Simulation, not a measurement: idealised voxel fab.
The following is a process module called voxel lift off.
Cross-sectional view cut (width: 230 nm; square cell size: 5 nm).
Throughout this document, each cross-section is represented as a grid of square cells and is presented as a sequence of bands enumerated from the top downward, where a band comprises one or more rows of cells.
This entry defines a band. It first specifies the height of the band's top and the height of its bottom in nm, and then specifies the band's materials from left to right, stating each material with its width in nm. The word "throughout" identifies a single material that fills the band from edge to edge, while the word "air" identifies empty space.
The level at which height equals 0 is the one under which the wafer, as it arrives, is entirely one material. No lower edge exists for the bottom band, which continues downward and is notated as in "0 -> down".
Width: "30->40" (first number = top row, second number = bottom row, same change from row to row of cells).
Basically "stayed the same" means that step didn't change any cell in the cross-section.
"Closed void table" - sealed voids, min. 8 cells, no opening to top; format: width x height at distance (distance from left edge; nm throughout).
It should be noted that, on the line of a given step, the content following the step's settings is a remark produced by the simulator itself with respect to that step.
Steps that use a mask can have "overlay nm" on their line. It says how far the mask sat to the right of where it was meant to be. Negative means to the left.

Steps planned for the process
1 op RECEIVE | material Si
2 op CONFORMAL_DEP | material SiO2 | thk nm 10
3 op PATTERN | tone open | mask id LINES | material resist | width nm 20 | pitch nm 35 | thk nm 20 | overlay nm 0
4 op DIRECTIONAL_DEP | material Ru | thk nm 5
5 op STRIP | etch materials resist
6 op CONFORMAL_DEP | material SiO2 | thk nm 5

Cross-section, incoming material, after step 1
* 0 -> down = Si throughout
* Closed void table: none

Cross-section: first of two wafers, module finished, run according to plan
* 20 -> 15 = air 45, then SiO2 30, then air 5, then SiO2 30, then air 5, then SiO2 30, then air 5, then SiO2 30, then air 50
* 15 -> 10 = SiO2 50, then Ru 20, then SiO2 15, then Ru 20, then SiO2 15, then Ru 20, then SiO2 15, then Ru 20, then SiO2 55
* 10 -> 0 = SiO2 throughout
* 0 -> down = Si throughout
* Closed void table: none

Same start, same plan as the first wafer - but one mistake in the run. Cross-section of the second of the two at the end of the module
* 20 -> 15 = air 45, then SiO2 30, then air 5, then SiO2 30, then air 5, then SiO2 30, then air 5, then SiO2 30, then air 50
* 15 -> 0 = SiO2 throughout
* 0 -> down = Si throughout
* Closed void table: none
What was done differently from what was planned? rather than as planned, step 4 actually ran as op DIRECTIONAL_DEP | material SiO2 | thk nm 5
Cell-count delta at end, second wafer over first, by material: -16 Ru, +16 SiO2
